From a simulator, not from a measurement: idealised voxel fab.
process module | voxel capacitor over wiring
cross-section cut | 295 nm wide | cells 5 nm
A cross-section is a grid of square cells, given in bands from the top down. A band is one or more rows of cells.
Each band's line starts with the height of the band's top and of its bottom, in nm. Then come its materials from left to right, each with its width in nm. One material with "throughout" fills the band from edge to edge. "air" is empty space.
Height 0 is the level under which the wafer as received is all one material. The lowest band goes on downwards, as in "0 down".
A width such as "30 to 40" changes by the same amount from each row of cells to the next, from the band's top row to its bottom row.
"no change" after a step means that no cell of the cross-section changed.
closed voids: empty space of 8 cells or more with no open way to the top, each as width x height at its distance from the left edge, in nm
after a step's settings: what the simulator itself notes on the step
overlay nm, on a step with a mask: how far to the right of its planned place the mask lay; to the left if negative
plan
1 op RECEIVE | material Si
2 op CONFORMAL_DEP | material SiO2 | thk nm 10
3 op CONFORMAL_DEP | material SiCN | thk nm 5
4 op DIRECTIONAL_DEP | material SiO2 | thk nm 15
5 op DIRECTIONAL_DEP | material aC | thk nm 10
6 op PATTERN | tone open | mask id METAL_1 | material resist | width nm 20 | pitch nm 80 | thk nm 25 | overlay nm 0
7 op DIRECTIONAL_ETCH | etch materials aC | depth nm 10
8 op STRIP | etch materials resist
9 op DIRECTIONAL_ETCH | etch materials SiO2 | depth nm 15
10 op DIRECTIONAL_ETCH | etch materials SiCN | depth nm 5
11 op STRIP | etch materials aC
12 op CONFORMAL_DEP | material TiN | thk nm 5
13 op FILL_DEP | material Cu | thk nm 10
14 op CMP | height nm 20
15 op CONFORMAL_DEP | material SiCN | thk nm 5
16 op DIRECTIONAL_DEP | material lowk | thk nm 15
17 op DIRECTIONAL_DEP | material aC | thk nm 10
18 op PATTERN | tone open | mask id PLUG_1 | material resist | width nm 15 | thk nm 30 | overlay nm 0
19 op DIRECTIONAL_ETCH | etch materials aC | depth nm 10
20 op STRIP | etch materials resist
21 op DIRECTIONAL_ETCH | etch materials lowk | depth nm 15
22 op DIRECTIONAL_ETCH | etch materials SiCN | depth nm 5
23 op STRIP | etch materials aC
24 op CONFORMAL_DEP | material TiN | thk nm 5
25 op FILL_DEP | material Ru | thk nm 10
26 op CMP | height nm 50
27 op DIRECTIONAL_DEP | material TiN | thk nm 5
28 op DIRECTIONAL_DEP | material SiN | thk nm 5
29 op DIRECTIONAL_DEP | material TiN | thk nm 10
30 op PATTERN | tone cover | mask id UPPER_PLATE | material resist | width nm 65 | thk nm 15 | overlay nm 0
31 op DIRECTIONAL_ETCH | etch materials TiN | depth nm 10
32 op DIRECTIONAL_ETCH | etch materials SiN | depth nm 5
33 op STRIP | etch materials resist
34 op DIRECTIONAL_DEP | material aC | thk nm 10
35 op PATTERN | tone cover | mask id LOWER_PLATE | material resist | width nm 75 | thk nm 25 | overlay nm 0
36 op DIRECTIONAL_ETCH | etch materials aC | depth nm 10
37 op STRIP | etch materials resist
38 op DIRECTIONAL_ETCH | etch materials TiN | depth nm 5
39 op STRIP | etch materials aC
40 op FILL_DEP | material SiO2 | thk nm 20
41 op CMP | height nm 85
42 op PATTERN | tone open | mask id PLUG_2 | material resist | width nm 15 | thk nm 15 | overlay nm 0
43 op DIRECTIONAL_ETCH | etch materials SiO2 | depth nm 15
44 op STRIP | etch materials resist
45 op CONFORMAL_DEP | material TiN | thk nm 5
46 op FILL_DEP | material Ru | thk nm 5
47 op CMP | height nm 85
48 op CONFORMAL_DEP | material SiN | thk nm 5
varied across the wafers: height nm of step 14. The plan shows the first wafer's value. All wafers start alike
first wafer as received, after step 1
  0 down: Si throughout
  closed voids: none
each wafer at the end: cells of each material gained (+) or lost (-) since it was received, then its closed voids
height nm 20 | +4 Cu | +65 Ru | +107 SiCN | +72 SiN | +519 SiO2 | +127 TiN | +168 lowk | closed voids: none
height nm 25 | +8 Cu | +6 Ru | +107 SiCN | +72 SiN | +570 SiO2 | +131 TiN | +168 lowk | closed voids: none
height nm 30 | +12 Cu | +5 Ru | +107 SiCN | +72 SiN | +621 SiO2 | +77 TiN | +168 lowk | closed voids: none
height nm 35 | +16 Cu | +4 Ru | +107 SiCN | +72 SiN | +621 SiO2 | +130 TiN | +112 lowk | closed voids: none
height nm 40 | +75 Cu | +3 Ru | +107 SiCN | +72 SiN | +621 SiO2 | +128 TiN | +56 lowk | closed voids: none
height nm 45 | +134 Cu | +2 Ru | +107 SiCN | +72 SiN | +621 SiO2 | +126 TiN | closed voids: none
